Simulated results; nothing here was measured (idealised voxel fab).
Process module under the name voxel spacer lines
Shown is cross-section cut, with a width of 260 nm and square cells of size 5 nm.
Think of the cross-section as a grid of square cells. We describe it in bands, top to bottom, and each band covers one or more rows of those cells. Top height, bottom height, nm. Materials left to right, width each, nm. Single material + "edge to edge" = fills band edge to edge. "blank" = empty. The reference from which all heights are counted is 0, the level beneath which the as-received wafer is entirely one material; the lowest band, having no lower bound, proceeds downward and is written after the example "0 -> down". Width spec "30..40" -> top row of cells at first value, bottom row at second value, equal per-row change in between. Where the words "stayed the same" appear for a step, the cross-section shows no cell changed by that step; every cell remained as before. Look at "Closed void catalog" for the closed voids: empty spaces with no open path to the top, sized 8 cells or up. Each is width x height at distance, distance from the left edge, all nm. It should be noted that, on the line of a given step, the content following the step's settings is a remark produced by the simulator itself with respect to that step. A step's line can hold "overlay nm"; with a mask on that step, the setting says how far right of the planned place the mask lay, while a negative setting says it lay to the left.
Intended process steps:
1) RECEIVE, material Si
2) CONFORMAL_DEP, material Al2O3, thk nm 5
3) DIRECTIONAL_DEP, material SiN, thk nm 15
4) DIRECTIONAL_DEP, material aC, thk nm 25
5) PATTERN, tone cover, mask id MANDREL, material resist, width nm 20, pitch nm 60, thk nm 35, overlay nm 0
6) DIRECTIONAL_ETCH, etch materials aC, depth nm 25
7) STRIP, etch materials resist
8) CONFORMAL_DEP, material SiO2, thk nm 10
9) DIRECTIONAL_ETCH, etch materials SiO2, depth nm 10
10) STRIP, etch materials aC
11) DIRECTIONAL_ETCH, etch materials SiN, depth nm 15
12) STRIP, etch materials SiO2
Cross-section: wafer on arrival = after step 1:
> 0 -> down | Si edge to edge
> Closed void catalog: none
Cross-sectional view of the first of the two wafers upon completion of the module, processed in accordance with the plan:
> 20 -> 5 | 80 blank, 10 SiN, 20 blank, 10 SiN, 20 blank, 10 SiN, 20 blank, 10 SiN, 80 blank
> 5 -> 0 | Al2O3 edge to edge
> 0 -> down | Si edge to edge
> Closed void catalog: none
This cross-section belongs to the second wafer of two at the end of the module; the start and the plan were shared with the first, and the run included one mistake:
> 15 -> 0 | 80 blank, 10 SiN, 20 blank, 10 SiN, 20 blank, 10 SiN, 20 blank, 10 SiN, 80 blank
> 0 -> down | Si edge to edge
> Closed void catalog: none
Nonconformance to the process plan: step 2 of the plan was excluded from execution and never run
Final cells, second wafer relative to first, materials higher or lower: -52 Al2O3
